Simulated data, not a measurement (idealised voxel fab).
process module | voxel capacitor over wiring
cross-section cut | 285 nm wide | cells 5 nm
A cross-section is a grid of square cells, given in bands from the top down. A band is one or more rows of cells.
Each band's line starts with the height of the band's top and of its bottom, in nm. Then come its materials from left to right, each with its width in nm. One material with "throughout" fills the band from edge to edge. "air" is empty space.
Height 0 is the level under which the wafer as received is all one material. The lowest band goes on downwards, as in "0 down".
A width such as "30 to 40" changes by the same amount from each row of cells to the next, from the band's top row to its bottom row.
"no change" after a step means that no cell of the cross-section changed.
closed voids: empty space of 8 cells or more with no open way to the top, each as width x height at its distance from the left edge, in nm
after a step's settings: what the simulator itself notes on the step
overlay nm, on a step with a mask: how far to the right of its planned place the mask lay; to the left if negative
plan
1 op RECEIVE | material Si
2 op CONFORMAL_DEP | material SiO2 | thk nm 10
3 op DIRECTIONAL_DEP | material TiN | thk nm 5
4 op DIRECTIONAL_DEP | material Ru | thk nm 25
5 op PATTERN | tone cover | mask id METAL_1 | material resist | width nm 20 | pitch nm 75 | thk nm 20 | overlay nm 0
6 op DIRECTIONAL_ETCH | etch materials Ru | depth nm 25
7 op DIRECTIONAL_ETCH | etch materials TiN | depth nm 5
8 op STRIP | etch materials resist
9 op CONFORMAL_DEP | material SiN | thk nm 5
10 op FILL_DEP | material lowk | thk nm 5
11 op CMP | height nm 40
12 op CONFORMAL_DEP | material SiCN | thk nm 5
13 op DIRECTIONAL_DEP | material SiO2 | thk nm 20
14 op DIRECTIONAL_DEP | material aC | thk nm 10
15 op PATTERN | tone open | mask id PLUG_1 | material resist | width nm 15 | thk nm 30 | overlay nm 0
16 op DIRECTIONAL_ETCH | etch materials aC | depth nm 10
17 op STRIP | etch materials resist
18 op DIRECTIONAL_ETCH | etch materials SiO2 | depth nm 20
19 op DIRECTIONAL_ETCH | etch materials SiCN | depth nm 5
20 op STRIP | etch materials aC
21 op EPI | material Ru | thk nm 10
22 op EPI | material Ru | thk nm 10
23 op EPI | material Ru | thk nm 5
24 op DIRECTIONAL_DEP | material TiN | thk nm 10
25 op DIRECTIONAL_DEP | material Al2O3 | thk nm 5
26 op DIRECTIONAL_DEP | material TiN | thk nm 5
27 op DIRECTIONAL_DEP | material aC | thk nm 15
28 op PATTERN | tone cover | mask id UPPER_PLATE | material resist | width nm 60 | thk nm 35 | overlay nm 0
29 op DIRECTIONAL_ETCH | etch materials aC | depth nm 15
30 op STRIP | etch materials resist
31 op DIRECTIONAL_ETCH | etch materials TiN | depth nm 5
32 op DIRECTIONAL_ETCH | etch materials Al2O3 | depth nm 5
33 op STRIP | etch materials aC
34 op MASKED_ETCH | tone cover | mask id LOWER_PLATE | width nm 70 | etch materials TiN | depth nm 10 | overlay nm 0
35 op FILL_DEP | material SiO2 | thk nm 20
36 op CMP | height nm 100
37 op PATTERN | tone open | mask id PLUG_2 | material resist | width nm 15 | thk nm 15 | overlay nm 0
38 op DIRECTIONAL_ETCH | etch materials SiO2 | depth nm 15
39 op STRIP | etch materials resist
40 op CONFORMAL_DEP | material TiN | thk nm 5
41 op FILL_DEP | material Cu | thk nm 5
42 op CMP | height nm 100
43 op CONFORMAL_DEP | material SiN | thk nm 5
first wafer, as planned
as received, after step 1
  0 down: Si throughout
  closed voids: none
after step 2
  10 to 0: SiO2 throughout
  below 0: unchanged
after step 3
  15 to 10: TiN throughout
  below 10: unchanged
after step 4
  40 to 15: Ru throughout
  below 15: unchanged
after step 5
  60 to 40: air 95 | resist 20 | air 55 | resist 20 | air 95
  below 40: unchanged
after step 6
  60 to 40: air 95 | resist 20 | air 55 | resist 20 | air 95
  40 to 15: air 95 | Ru 20 | air 55 | Ru 20 | air 95
  below 15: unchanged
after step 7
  60 to 40: air 95 | resist 20 | air 55 | resist 20 | air 95
  40 to 15: air 95 | Ru 20 | air 55 | Ru 20 | air 95
  15 to 10: air 95 | TiN 20 | air 55 | TiN 20 | air 95
  below 10: unchanged
after step 8
  40 to 15: air 95 | Ru 20 | air 55 | Ru 20 | air 95
  below 15: unchanged
after step 9
  45 to 40: air 90 | SiN 30 | air 45 | SiN 30 | air 90
  40 to 15: air 90 | SiN 5 | Ru 20 | SiN 5 | air 45 | SiN 5 | Ru 20 | SiN 5 | air 90
  15 to 10: SiN 95 | TiN 20 | SiN 55 | TiN 20 | SiN 95
  below 10: unchanged
after step 10
  50 to 45: lowk throughout
  45 to 40: lowk 90 | SiN 30 | lowk 45 | SiN 30 | lowk 90
  40 to 15: lowk 90 | SiN 5 | Ru 20 | SiN 5 | lowk 45 | SiN 5 | Ru 20 | SiN 5 | lowk 90
  below 15: unchanged
after step 11
  40 to 15: lowk 90 | SiN 5 | Ru 20 | SiN 5 | lowk 45 | SiN 5 | Ru 20 | SiN 5 | lowk 90
  below 15: unchanged
after step 12
  45 to 40: SiCN throughout
  below 40: unchanged
after step 13
  65 to 45: SiO2 throughout
  below 45: unchanged
after step 14
  75 to 65: aC throughout
  below 65: unchanged
after step 15
  105 to 75: resist 100 | air 15 | resist 170
  below 75: unchanged
after step 16
  95 to 75: resist 100 | air 15 | resist 170
  75 to 65: aC 100 | air 15 | aC 170
  below 65: unchanged
after step 17
  75 to 65: aC 100 | air 15 | aC 170
  below 65: unchanged
after step 18
  75 to 65: aC 100 | air 15 | aC 170
  65 to 45: SiO2 100 | air 15 | SiO2 170
  below 45: unchanged
after step 19
  75 to 65: aC 100 | air 15 | aC 170
  65 to 45: SiO2 100 | air 15 | SiO2 170
  45 to 40: SiCN 100 | air 15 | SiCN 170
  below 40: unchanged
after step 20
  65 to 45: SiO2 100 | air 15 | SiO2 170
  below 45: unchanged
after step 21
  65 to 50: SiO2 100 | air 15 | SiO2 170
  50 to 45: SiO2 100 | Ru 15 | SiO2 170
  45 to 40: SiCN 100 | Ru 15 | SiCN 170
  below 40: unchanged
after step 22
  65 to 60: SiO2 100 | air 15 | SiO2 170
  60 to 45: SiO2 100 | Ru 15 | SiO2 170
  below 45: unchanged
after step 23
  65 to 45: SiO2 100 | Ru 15 | SiO2 170
  below 45: unchanged
after step 24
  75 to 65: TiN throughout
  below 65: unchanged
after step 25
  80 to 75: Al2O3 throughout
  below 75: unchanged
after step 26
  85 to 80: TiN throughout
  below 80: unchanged
after step 27
  100 to 85: aC throughout
  below 85: unchanged
after step 28
  135 to 100: air 100 | resist 60 | air 125
  below 100: unchanged
after step 29
  120 to 100: air 100 | resist 60 | air 125
  100 to 85: air 100 | aC 60 | air 125
  below 85: unchanged
after step 30
  100 to 85: air 100 | aC 60 | air 125
  below 85: unchanged
after step 31
  100 to 85: air 100 | aC 60 | air 125
  85 to 80: air 100 | TiN 60 | air 125
  below 80: unchanged
after step 32
  100 to 85: air 100 | aC 60 | air 125
  85 to 80: air 100 | TiN 60 | air 125
  80 to 75: air 100 | Al2O3 60 | air 125
  below 75: unchanged
after step 33
  85 to 80: air 100 | TiN 60 | air 125
  below 80: unchanged
after step 34
  85 to 80: air 100 | TiN 60 | air 125
  80 to 75: air 100 | Al2O3 60 | air 125
  75 to 65: air 95 | TiN 70 | air 120
  below 65: unchanged
after step 35
  105 to 85: SiO2 throughout
  85 to 80: SiO2 100 | TiN 60 | SiO2 125
  80 to 75: SiO2 100 | Al2O3 60 | SiO2 125
  75 to 65: SiO2 95 | TiN 70 | SiO2 120
  below 65: unchanged
after step 36
  100 to 85: SiO2 throughout
  below 85: unchanged
after step 37
  115 to 100: resist 110 | air 15 | resist 160
  below 100: unchanged
after step 38
  115 to 100: resist 110 | air 15 | resist 160
  100 to 85: SiO2 110 | air 15 | SiO2 160
  below 85: unchanged
after step 39
  100 to 85: SiO2 110 | air 15 | SiO2 160
  below 85: unchanged
after step 40
  105 to 100: TiN 115 | air 5 | TiN 165
  100 to 90: SiO2 110 | TiN 5 | air 5 | TiN 5 | SiO2 160
  90 to 80: SiO2 110 to 100 | TiN 15 to 60 | SiO2 160 to 125
  below 80: unchanged
after step 41
  110 to 105: Cu throughout
  105 to 100: TiN 115 | Cu 5 | TiN 165
  100 to 90: SiO2 110 | TiN 5 | Cu 5 | TiN 5 | SiO2 160
  below 90: unchanged
after step 42
  100 to 90: SiO2 110 | TiN 5 | Cu 5 | TiN 5 | SiO2 160
  below 90: unchanged
after step 43
  105 to 100: SiN throughout
  below 100: unchanged
second wafer: like start, like plan, one mistake. Through step 27 it matches the first wafer
when step 28 should have ended
  135 to 100: air 105 | resist 55 | air 125
  below 100: unchanged
when step 29 should have ended
  120 to 100: air 105 | resist 55 | air 125
  100 to 85: air 105 | aC 55 | air 125
  below 85: unchanged
when step 30 should have ended
  100 to 85: air 105 | aC 55 | air 125
  below 85: unchanged
when step 31 should have ended
  100 to 85: air 105 | aC 55 | air 125
  85 to 80: air 105 | TiN 55 | air 125
  below 80: unchanged
when step 32 should have ended
  100 to 85: air 105 | aC 55 | air 125
  85 to 80: air 105 | TiN 55 | air 125
  80 to 75: air 105 | Al2O3 55 | air 125
  below 75: unchanged
when step 33 should have ended
  85 to 80: air 105 | TiN 55 | air 125
  below 80: unchanged
when step 34 should have ended
  85 to 80: air 105 | TiN 55 | air 125
  80 to 75: air 105 | Al2O3 55 | air 125
  75 to 65: air 95 | TiN 70 | air 120
  below 65: unchanged
when step 35 should have ended
  105 to 85: SiO2 throughout
  85 to 80: SiO2 105 | TiN 55 | SiO2 125
  80 to 75: SiO2 105 | Al2O3 55 | SiO2 125
  75 to 65: SiO2 95 | TiN 70 | SiO2 120
  below 65: unchanged
when step 36 should have ended
  100 to 85: SiO2 throughout
  below 85: unchanged
when step 37 should have ended
  115 to 100: resist 110 | air 15 | resist 160
  below 100: unchanged
when step 38 should have ended
  115 to 100: resist 110 | air 15 | resist 160
  100 to 85: SiO2 110 | air 15 | SiO2 160
  below 85: unchanged
when step 39 should have ended
  100 to 85: SiO2 110 | air 15 | SiO2 160
  below 85: unchanged
when step 40 should have ended
  105 to 100: TiN 115 | air 5 | TiN 165
  100 to 90: SiO2 110 | TiN 5 | air 5 | TiN 5 | SiO2 160
  90 to 80: SiO2 110 to 105 | TiN 15 to 55 | SiO2 160 to 125
  below 80: unchanged
when step 41 should have ended
  110 to 105: Cu throughout
  105 to 100: TiN 115 | Cu 5 | TiN 165
  100 to 90: SiO2 110 | TiN 5 | Cu 5 | TiN 5 | SiO2 160
  below 90: unchanged
when step 42 should have ended
  100 to 90: SiO2 110 | TiN 5 | Cu 5 | TiN 5 | SiO2 160
  below 90: unchanged
when step 43 should have ended
  105 to 100: SiN throughout
  below 100: unchanged
what went wrong: step 28 ran as: op PATTERN | tone cover | mask id UPPER_PLATE | material resist | width nm 55 | thk nm 35 | overlay nm 0
at the end the second wafer has, in cells: 1 fewer of Al2O3 | 2 more of SiO2 | 1 fewer of TiN
